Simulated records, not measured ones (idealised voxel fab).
Process module name: voxel released beams
Each square cell in cross-section cut measures 5 nm, and the section as a whole is 230 nm wide.
A cross-section is written here as square cells arranged in a grid, and it is given in bands from the top down, each band taking up one or more rows of cells. Within each band entry, the heights of the top and of the bottom of the band appear first, in that order and in nm; the materials of the band then follow from left to right, each with its corresponding width in nm. The designation "edge to edge" on a single material indicates that it fills the band from edge to edge; the designation "air" indicates empty space. Height 0 is the level under which the wafer as received is all one material. The lowest band goes on downwards, as in "0..down". It should be noted that a width expressed as "30..40" varies in equal increments from row to row of cells within the band, taking the value of the first number at the top row and that of the second number at the bottom row. No cell of the cross-section changed in a step that is given as "no alterations made". Voids not open to the top, 8 cells minimum: see "Encapsulated voids". Written width x height at distance; distance is from the left edge; nm. On each step's line, the part that comes after the settings is the simulator's own comment on the step. A step line may carry the setting "overlay nm", which, for steps involving a mask, states the distance by which the mask lay to the right of its intended position; negative values denote displacement to the left.

PROCESS STEPS FORESEEN IN THE PLAN
| 1 | RECEIVE (material Si) |
| 2 | CONFORMAL_DEP (material Al2O3; thk nm 10) |
| 3 | DIRECTIONAL_DEP (material SiO2; thk nm 15) |
| 4 | PATTERN (tone open; mask id ANCHOR; material resist; width nm 35; thk nm 15; overlay nm 0) |
| 5 | DIRECTIONAL_ETCH (etch materials SiO2; depth nm 15) |
| 6 | STRIP (etch materials resist) |
| 7 | CONFORMAL_DEP (material polySi; thk nm 10) |
| 8 | DIRECTIONAL_DEP (material aC; thk nm 10) |
| 9 | PATTERN (tone cover; mask id BEAM; material resist; width nm 95; thk nm 25; overlay nm 0) |
| 10 | DIRECTIONAL_ETCH (etch materials aC; depth nm 10) |
| 11 | STRIP (etch materials resist) |
| 12 | DIRECTIONAL_ETCH (etch materials polySi; depth nm 10) |
| 13 | STRIP (etch materials aC) |
| 14 | STRIP (etch materials SiO2) |

STEP 1 COMPLETE: CROSS-SECTION OF THE WAFER AS RECEIVED
* 0..down | Si edge to edge
* Encapsulated voids: none

BELOW IS THE WAFER IN CROSS-SECTION AFTER THE MODULE WAS COMPLETED. IT BEGAN FROM THE STARTING POINT SHOWN ABOVE AND FOLLOWED THE PLAN SHOWN ABOVE, EXCEPT THAT ONE MISTAKE WAS MADE WHILE RUNNING IT
* 25..15 | 65 nm air, 15 nm polySi, 15 nm air, 65 nm polySi, 70 nm air
* 15..10 | 70 nm air, 10 nm polySi, 15 nm air, 10 nm polySi, 125 nm air
* 10..0 | 70 nm air, 35 nm polySi, 125 nm air
* 0..down | Si edge to edge
* Encapsulated voids: none
Error vs. plan: step 2 of the plan was jumped over and never run
